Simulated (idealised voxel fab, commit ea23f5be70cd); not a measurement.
process module | voxel released beams
cross-section cut | 235 nm wide | cells 5 nm
A cross-section is a grid of square cells, given in bands from the top down. A band is one or more rows of cells.
Each band's line starts with the height of the band's top and of its bottom, in nm. Then come its materials from left to right, each with its width in nm. One material with "throughout" fills the band from edge to edge. "air" is empty space.
Height 0 is the level under which the wafer as received is all one material. The lowest band goes on downwards, as in "0 down".
A width such as "30 to 40" changes by the same amount from each row of cells to the next, from the band's top row to its bottom row.
"no change" after a step means that no cell of the cross-section changed.
closed voids: empty space of 8 cells or more with no open way to the top, each as width x height at its distance from the left edge, in nm
after a step's settings: what the simulator itself notes on the step
overlay nm, on a step with a mask: how far to the right of its planned place the mask lay; to the left if negative
plan
1 op RECEIVE | material Si
2 op CONFORMAL_DEP | material Al2O3 | thk nm 5
3 op DIRECTIONAL_DEP | material SiO2 | thk nm 10
4 op DIRECTIONAL_DEP | material aC | thk nm 10
5 op PATTERN | tone open | mask id ANCHOR | material resist | width nm 35 | thk nm 30 | overlay nm 0
6 op DIRECTIONAL_ETCH | etch materials aC | depth nm 10
7 op STRIP | etch materials resist
8 op DIRECTIONAL_ETCH | etch materials SiO2 | depth nm 10
9 op STRIP | etch materials aC
10 op CONFORMAL_DEP | material SiN | thk nm 15
11 op PATTERN | tone cover | mask id BEAM | material resist | width nm 110 | thk nm 15 | overlay nm 0
12 op DIRECTIONAL_ETCH | etch materials SiN | depth nm 15
13 op STRIP | etch materials resist
14 op STRIP | etch materials SiO2
varied across the wafers: width nm of step 11. The plan shows the first wafer's value. All wafers start alike
first wafer as received, after step 1
  0 down: Si throughout
  closed voids: none
first wafer at the end, after step 14
  30 to 20: air 60 | SiN 15 | air 5 | SiN 90 | air 65
  20 to 15: air 60 | SiN 110 | air 65
  15 to 5: air 60 | SiN 35 | air 140
  5 to 0: Al2O3 throughout
  0 down: Si throughout
  closed voids: none
last wafer at the end
  30 to 20: air 50 | SiN 25 | air 5 | SiN 105 | air 50
  20 to 15: air 50 | SiN 135 | air 50
  15 to 5: air 60 | SiN 35 | air 140
  5 to 0: Al2O3 throughout
  0 down: Si throughout
  closed voids: none
each wafer at the end: cells of each material gained (+) or lost (-) since it was received, then its closed voids
width nm 110 | +47 Al2O3 | +78 SiN | closed voids: none
width nm 115 | +47 Al2O3 | +81 SiN | closed voids: none
width nm 120 | +47 Al2O3 | +84 SiN | closed voids: none
width nm 125 | +47 Al2O3 | +87 SiN | closed voids: none
width nm 130 | +47 Al2O3 | +90 SiN | closed voids: none
width nm 135 | +47 Al2O3 | +93 SiN | closed voids: none
